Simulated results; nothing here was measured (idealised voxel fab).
process module | voxel capacitor over wiring
For reference, the cross-section in this document is cut, with width 155 nm and square cells of 5 nm.
Think of the cross-section as a grid of square cells. We describe it in bands, top to bottom, and each band covers one or more rows of those cells.
What a band's entry tells you: where the top is and where the bottom is, as heights in nm, and after that what lies inside, material by material from left to right, each with its width in nm. Empty space is written as the word "blank", and a single material marked with the word "everywhere" occupies the band from edge to edge.
Basically, 0 is our baseline, since under it the wafer straight out of the box is all one material. The bottom band has no lower end and keeps on going down, so it looks like "top 0, no bottom".
So if you see something like "30 to 40" for the width, read it as the top row of the band sitting at the first number and the bottom row at the second, with every row in between moving by the same amount as the last.
"identical to before" (step): cross-section cells unchanged, all of them.
The entry titled "Enclosed internal cavities" provides the empty spaces that have no open way to the top, restricted to those of 8 cells or more. Each is presented as width x height at distance, the distance being measured from the left edge, with all three in nm.
Text after the settings on a step's line: the simulator's own remark on that step.
overlay nm: where the mask lay relative to plan, measured to the right, on steps with a mask; negatives go left.

[So here's the lineup of process steps we planned]
1. op RECEIVE | material Si
2. op CONFORMAL_DEP | material SiO2 | thk nm 10
3. op CONFORMAL_DEP | material SiCN | thk nm 5
4. op DIRECTIONAL_DEP | material SiO2 | thk nm 15
5. op DIRECTIONAL_DEP | material aC | thk nm 15
6. op PATTERN | tone open | mask id METAL_1 | material resist | width nm 20 | pitch nm 80 | thk nm 35 | overlay nm 0
7. op DIRECTIONAL_ETCH | etch materials aC | depth nm 15
8. op STRIP | etch materials resist
9. op DIRECTIONAL_ETCH | etch materials SiO2 | depth nm 15
10. op DIRECTIONAL_ETCH | etch materials SiCN | depth nm 5
11. op STRIP | etch materials aC
12. op CONFORMAL_DEP | material TiN | thk nm 5
13. op FILL_DEP | material Ru | thk nm 5
14. op CMP | height nm 30
15. op EPI | material Ru | thk nm 5
16. op FILL_DEP | material SiCN | thk nm 5
17. op DIRECTIONAL_DEP | material lowk | thk nm 10
18. op MASKED_ETCH | tone open | mask id PLUG_1 | width nm 15 | etch materials lowk | depth nm 10 | overlay nm 0
19. op MASKED_ETCH | tone open | mask id PLUG_1 | width nm 15 | etch materials SiCN | depth nm 5 | overlay nm 0
20. op CONFORMAL_DEP | material TiN | thk nm 5
21. op FILL_DEP | material W | thk nm 5
22. op CMP | height nm 50
23. op DIRECTIONAL_DEP | material TiN | thk nm 5
24. op DIRECTIONAL_DEP | material HfO2 | thk nm 5
25. op DIRECTIONAL_DEP | material TiN | thk nm 10
26. op DIRECTIONAL_DEP | material aC | thk nm 15
27. op PATTERN | tone cover | mask id UPPER_PLATE | material resist | width nm 65 | thk nm 30 | overlay nm 0
28. op DIRECTIONAL_ETCH | etch materials aC | depth nm 15
29. op STRIP | etch materials resist
30. op DIRECTIONAL_ETCH | etch materials TiN | depth nm 10
31. op DIRECTIONAL_ETCH | etch materials HfO2 | depth nm 5
32. op STRIP | etch materials aC
33. op MASKED_ETCH | tone cover | mask id LOWER_PLATE | width nm 75 | etch materials TiN | depth nm 5 | overlay nm 0
34. op FILL_DEP | material SiO2 | thk nm 20
35. op CMP | height nm 85
36. op DIRECTIONAL_DEP | material aC | thk nm 15
37. op PATTERN | tone open | mask id PLUG_2 | material resist | width nm 15 | thk nm 30 | overlay nm 0
38. op DIRECTIONAL_ETCH | etch materials aC | depth nm 15
39. op STRIP | etch materials resist
40. op DIRECTIONAL_ETCH | etch materials SiO2 | depth nm 15
41. op STRIP | etch materials aC
42. op CONFORMAL_DEP | material TiN | thk nm 5
43. op FILL_DEP | material Cu | thk nm 10
44. op CMP | height nm 85
45. op CONFORMAL_DEP | material SiN | thk nm 5

[Cross-sectional view of the wafer in its as-received condition, corresponding to the state after step 1]
	top 0, no bottom = Si everywhere
	Enclosed internal cavities: none

[Cross-section, end of module. Start: as above. Plan: as above. Execution: one mistake]
	top 90, bottom 85 = SiN everywhere
	top 85, bottom 75 = SiO2 40  TiN 5  Cu 5  TiN 5  SiO2 100
	top 75, bottom 70 = SiO2 40  TiN 15  SiO2 100
	top 70, bottom 60 = SiO2 30  TiN 65  SiO2 60
	top 60, bottom 55 = SiO2 30  HfO2 65  SiO2 60
	top 55, bottom 50 = SiO2 25  TiN 75  SiO2 55
	top 50, bottom 40 = lowk 30  TiN 5  W 10 to 5  TiN 5 to 10  lowk 105
	top 40, bottom 35 = SiCN 30  TiN 15  SiCN 110
	top 35, bottom 30 = SiCN 20  Ru 30  SiCN 50  Ru 30  SiCN 25
	top 30, bottom 15 = SiO2 25  TiN 5  Ru 10  TiN 5  SiO2 60  TiN 5  Ru 10  TiN 5  SiO2 30
	top 15, bottom 10 = SiCN 25  TiN 20  SiCN 60  TiN 20  SiCN 30
	top 10, bottom 0 = SiO2 everywhere
	top 0, no bottom = Si everywhere
	Enclosed internal cavities: none
Which mistake was made when the wafer was run? not per plan at step 18, really ran op MASKED_ETCH | tone open | mask id PLUG_1 | width nm 20 | etch materials lowk | depth nm 10 | overlay nm 0
